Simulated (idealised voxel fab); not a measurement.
voxel lift off: a process module
Shown is cross-section cut, with a width of 190 nm and square cells of size 5 nm.
Square cells in a grid make up a cross-section in this document, and the grid is given as bands, listed from the top down, each one or more rows of cells.
Basically the band line says how high the top is and how high the bottom is, in nm, and then what's in it from left to right, every material with its width in nm. Empty space shows up as "air", and if a single material carries "all across" it runs the full band edge to edge.
Height datum 0, below which the as-received substrate wafer is one material. Lowest band open at the bottom, running downward: "0 -> down".
With a width like "30 to 40", each row of cells in the band differs from the next by the same amount, the top row carrying the first number and the bottom row the second.
Step note "remained the same" = no cross-section cell changed.
You'll see "Non-vented voids" listing empty spaces that have no way open to the top, as long as they're 8 cells or more; the notation is width x height at distance, where the distance is from the left edge, and all of it is in nm.
If you see something after the settings on a step's line, that's the simulator's own remark about that step.
"overlay nm" on a masked step: distance the mask lay right of its planned place, negative for left.

### Planned process steps
1. RECEIVE [material Si]
2. CONFORMAL_DEP [material Al2O3] [thk nm 5]
3. PATTERN [tone open] [mask id LINES] [material resist] [width nm 30] [pitch nm 60] [thk nm 20] [overlay nm 0]
4. DIRECTIONAL_DEP [material Ru] [thk nm 5]
5. STRIP [etch materials resist]
6. CONFORMAL_DEP [material SiCN] [thk nm 10]

### Shown in cross-section is the wafer as received, that is, as it stands after step 1
- 0 -> down = Si all across
- Non-vented voids: none

### Cross-section at module end, one run error; start and plan unchanged from above
- 20 -> 15 = 40 air / 50 Al2O3 / 10 air / 50 Al2O3 / 40 air
- 15 -> 10 = Al2O3 all across
- 10 -> 5 = 50 Al2O3 / 30 Ru / 30 Al2O3 / 30 Ru / 50 Al2O3
- 5 -> 0 = Al2O3 all across
- 0 -> down = Si all across
- Non-vented voids: none
The mistake made against the process plan was this: step 6 was processed under conditions differing from the plan, specifically as CONFORMAL_DEP [material Al2O3] [thk nm 10]
